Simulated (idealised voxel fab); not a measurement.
The document below concerns the process module designated voxel ribs on slabs.
Square cells of 5 nm make up the cross-section cut, whose width is 255 nm.
Heads up, the way a cross-section reads in here is a grid of square cells, handed over as bands from the top down, with every band being one or more rows of cells.
What a band's entry tells you: where the top is and where the bottom is, as heights in nm, and after that what lies inside, material by material from left to right, each with its width in nm. Empty space is written as the word "empty", and a single material marked with the word "everywhere" occupies the band from edge to edge.
Heads up on the height convention: 0 is the point under which the incoming wafer is all one material, and the lowest band has no bottom, it just keeps going down, like "0 -> down".
The width entry "30..40" should be interpreted row by row: the top row of cells in the band takes the first number, the bottom row takes the second number, and the change between adjacent rows is uniform throughout.
"no modification" (step): cross-section cells unchanged, all of them.
Any empty space of 8 cells or more lacking an open way to the top shows up in "Fully sealed cavities" as width x height at distance, distance from the left edge, in nm.
Post-settings text on a step line: simulator's own remark regarding the step.
If you see "overlay nm" on a step's line and that step has a mask, it's telling you how far right of where it was planned the mask ended up; a negative number means it went left instead.
Process steps - plan:
1. RECEIVE (material Si)
2. DIRECTIONAL_DEP (material SiO2; thk nm 20)
3. DIRECTIONAL_DEP (material SiN; thk nm 20)
4. DIRECTIONAL_DEP (material aC; thk nm 10)
5. PATTERN (tone cover; mask id RIB; material resist; width nm 15; thk nm 25; overlay nm 0)
6. DIRECTIONAL_ETCH (etch materials aC; depth nm 10)
7. STRIP (etch materials resist)
8. DIRECTIONAL_ETCH (etch materials SiN; depth nm 10)
9. STRIP (etch materials aC)
10. PATTERN (tone cover; mask id SLAB; material resist; width nm 75; thk nm 20; overlay nm 0)
11. DIRECTIONAL_ETCH (etch materials SiN; depth nm 10)
12. STRIP (etch materials resist)
13. FILL_DEP (material SiO2; thk nm 20)
14. CMP (height nm 50)
15. DIRECTIONAL_DEP (material W; thk nm 10)
16. MASKED_ETCH (tone cover; mask id HEATER; width nm 25; etch materials W; depth nm 10; overlay nm 0)
17. CONFORMAL_DEP (material SiO2; thk nm 5)
On the first of the two wafers: run conducted according to plan:
Cross-section of the incoming wafer, state after step 1:
  0 -> down = Si everywhere
  Fully sealed cavities: none
The wafer, seen in cross-section, after step 2:
  20 -> 0 = SiO2 everywhere
  Nothing below the height 0 has changed.
The wafer, seen in cross-section, after step 3:
  40 -> 20 = SiN everywhere
  Nothing below the height 20 has changed.
The wafer, seen in cross-section, after step 4:
  50 -> 40 = aC everywhere
  Nothing below the height 40 has changed.
The wafer, seen in cross-section, after step 5:
  75 -> 50 = 120 nm empty, 15 nm resist, 120 nm empty
  Nothing below the height 50 has changed.
The wafer, seen in cross-section, after step 6:
  65 -> 50 = 120 nm empty, 15 nm resist, 120 nm empty
  50 -> 40 = 120 nm empty, 15 nm aC, 120 nm empty
  Nothing below the height 40 has changed.
The wafer, seen in cross-section, after step 7:
  50 -> 40 = 120 nm empty, 15 nm aC, 120 nm empty
  Nothing below the height 40 has changed.
The wafer, seen in cross-section, after step 8:
  50 -> 40 = 120 nm empty, 15 nm aC, 120 nm empty
  40 -> 30 = 120 nm empty, 15 nm SiN, 120 nm empty
  Nothing below the height 30 has changed.
The wafer, seen in cross-section, after step 9:
  40 -> 30 = 120 nm empty, 15 nm SiN, 120 nm empty
  Nothing below the height 30 has changed.
The wafer, seen in cross-section, after step 10:
  60 -> 40 = 90 nm empty, 75 nm resist, 90 nm empty
  40 -> 30 = 90 nm empty, 30 nm resist, 15 nm SiN, 30 nm resist, 90 nm empty
  Nothing below the height 30 has changed.
The wafer, seen in cross-section, after step 11:
  60 -> 40 = 90 nm empty, 75 nm resist, 90 nm empty
  40 -> 30 = 90 nm empty, 30 nm resist, 15 nm SiN, 30 nm resist, 90 nm empty
  30 -> 20 = 90 nm empty, 75 nm SiN, 90 nm empty
  Nothing below the height 20 has changed.
The wafer, seen in cross-section, after step 12:
  40 -> 30 = 120 nm empty, 15 nm SiN, 120 nm empty
  Nothing below the height 30 has changed.
The wafer, seen in cross-section, after step 13:
  60 -> 40 = SiO2 everywhere
  40 -> 30 = 120 nm SiO2, 15 nm SiN, 120 nm SiO2
  30 -> 20 = 90 nm SiO2, 75 nm SiN, 90 nm SiO2
  Nothing below the height 20 has changed.
The wafer, seen in cross-section, after step 14:
  50 -> 40 = SiO2 everywhere
  Nothing below the height 40 has changed.
The wafer, seen in cross-section, after step 15:
  60 -> 50 = W everywhere
  Nothing below the height 50 has changed.
The wafer, seen in cross-section, after step 16:
  60 -> 50 = 115 nm empty, 25 nm W, 115 nm empty
  Nothing below the height 50 has changed.
The wafer, seen in cross-section, after step 17:
  65 -> 60 = 110 nm empty, 35 nm SiO2, 110 nm empty
  60 -> 55 = 110 nm empty, 5 nm SiO2, 25 nm W, 5 nm SiO2, 110 nm empty
  55 -> 50 = 115 nm SiO2, 25 nm W, 115 nm SiO2
  Nothing below the height 50 has changed.
Second wafer: same start and same plan as the first, one execution error; identical to the first through step 4:
Cross-section, second wafer, at the end time the plan gives for step 5:
  75 -> 50 = 120 nm resist, 15 nm empty, 120 nm resist
  Nothing below the height 50 has changed.
Cross-section, second wafer, at the end time the plan gives for step 6:
  65 -> 50 = 120 nm resist, 15 nm empty, 120 nm resist
  50 -> 40 = 120 nm aC, 15 nm empty, 120 nm aC
  Nothing below the height 40 has changed.
Cross-section, second wafer, at the end time the plan gives for step 7:
  50 -> 40 = 120 nm aC, 15 nm empty, 120 nm aC
  Nothing below the height 40 has changed.
Cross-section, second wafer, at the end time the plan gives for step 8:
  50 -> 40 = 120 nm aC, 15 nm empty, 120 nm aC
  40 -> 30 = 120 nm SiN, 15 nm empty, 120 nm SiN
  Nothing below the height 30 has changed.
Cross-section, second wafer, at the end time the plan gives for step 9:
  40 -> 30 = 120 nm SiN, 15 nm empty, 120 nm SiN
  Nothing below the height 30 has changed.
Cross-section, second wafer, at the end time the plan gives for step 10:
  60 -> 40 = 90 nm empty, 75 nm resist, 90 nm empty
  40 -> 30 = 120 nm SiN, 15 nm resist, 120 nm SiN
  Nothing below the height 30 has changed.
Cross-section, second wafer, at the end time the plan gives for step 11:
  60 -> 40 = 90 nm empty, 75 nm resist, 90 nm empty
  40 -> 30 = 90 nm empty, 30 nm SiN, 15 nm resist, 30 nm SiN, 90 nm empty
  Nothing below the height 30 has changed.
Cross-section, second wafer, at the end time the plan gives for step 12:
  40 -> 30 = 90 nm empty, 30 nm SiN, 15 nm empty, 30 nm SiN, 90 nm empty
  Nothing below the height 30 has changed.
Cross-section, second wafer, at the end time the plan gives for step 13:
  60 -> 40 = SiO2 everywhere
  40 -> 30 = 90 nm SiO2, 30 nm SiN, 15 nm SiO2, 30 nm SiN, 90 nm SiO2
  Nothing below the height 30 has changed.
Cross-section, second wafer, at the end time the plan gives for step 14:
  50 -> 40 = SiO2 everywhere
  Nothing below the height 40 has changed.
Cross-section, second wafer, at the end time the plan gives for step 15:
  60 -> 50 = W everywhere
  Nothing below the height 50 has changed.
Cross-section, second wafer, at the end time the plan gives for step 16:
  60 -> 50 = 115 nm empty, 25 nm W, 115 nm empty
  Nothing below the height 50 has changed.
Cross-section, second wafer, at the end time the plan gives for step 17:
  65 -> 60 = 110 nm empty, 35 nm SiO2, 110 nm empty
  60 -> 55 = 110 nm empty, 5 nm SiO2, 25 nm W, 5 nm SiO2, 110 nm empty
  55 -> 50 = 115 nm SiO2, 25 nm W, 115 nm SiO2
  Nothing below the height 50 has changed.
So what did we get wrong on this run? not per plan at step 5, really ran PATTERN (tone open; mask id RIB; material resist; width nm 15; thk nm 25; overlay nm 0)
At the finish, the second wafer shows more or fewer cells for some materials than the first does: +90 SiN; -90 SiO2
